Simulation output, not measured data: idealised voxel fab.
This is a process module. Its name is voxel released beams.
The cross-section shown here is cut; it is 185 nm wide and divided into square cells measuring 5 nm on a side.
A cross-section is written here as square cells arranged in a grid, and it is given in bands from the top down, each band taking up one or more rows of cells. Within each band entry, the heights of the top and of the bottom of the band appear first, in that order and in nm; the materials of the band then follow from left to right, each with its corresponding width in nm. The designation "throughout" on a single material indicates that it fills the band from edge to edge; the designation "empty" indicates empty space. Heights are reckoned from 0. Under this level, the received wafer is all of one material. The bottommost band is open-ended downward, for example "0..down". It should be noted that a width expressed as "30 to 40" varies in equal increments from row to row of cells within the band, taking the value of the first number at the top row and that of the second number at the bottom row. Where the words "left unchanged" appear for a step, the cross-section shows no cell changed by that step; every cell remained as before. Under "Sealed internal cavities" you'll find the enclosed gaps, the ones with no way out to the top, that are 8 cells or bigger; each reads width x height at distance, with distance counted from the left edge, everything in nm. Anything after a step's settings on that line? It's the simulator's own note about the step. The line of a step may include "overlay nm". On a step with a mask, this value is how far to the right of its planned place the mask lay. A negative value means the mask lay to the left.

The process steps that were planned are listed below:
1) RECEIVE with material Si
2) CONFORMAL_DEP with material SiN, thk nm 10
3) DIRECTIONAL_DEP with material SiO2, thk nm 10
4) PATTERN with tone open, mask id ANCHOR, material resist, width nm 25, thk nm 15, overlay nm 0
5) DIRECTIONAL_ETCH with etch materials SiO2, depth nm 10
6) STRIP with etch materials resist
7) CONFORMAL_DEP with material TiN, thk nm 10
8) MASKED_ETCH with tone cover, mask id BEAM, width nm 95, etch materials TiN, depth nm 10, overlay nm 0
9) STRIP with etch materials SiO2

The cross-section here shows the wafer as received, i.e. in its state after step 1:
> 0..down | Si throughout
> Sealed internal cavities: none

Wafer cross-section at module end: first of two, run to plan:
> 30..20 | 40 empty, 15 TiN, 5 empty, 75 TiN, 50 empty
> 20..10 | 45 empty, 25 TiN, 115 empty
> 10..0 | SiN throughout
> 0..down | Si throughout
> Sealed internal cavities: none

Module end: cross-section of wafer two of two. Same start and process plan as the first wafer. One mistake during execution:
> 30..20 | 50 empty, 5 TiN, 5 empty, 85 TiN, 40 empty
> 20..10 | 45 empty, 25 TiN, 115 empty
> 10..0 | SiN throughout
> 0..down | Si throughout
> Sealed internal cavities: none
Heads up, the wafer didn't run the way we planned it: step 8, actual vs plan mismatch, actual run MASKED_ETCH with tone cover, mask id BEAM, width nm 95, etch materials TiN, depth nm 10, overlay nm 10
So at the finish, the second wafer's got exactly as many cells of each material as the first, just not in the same spots.
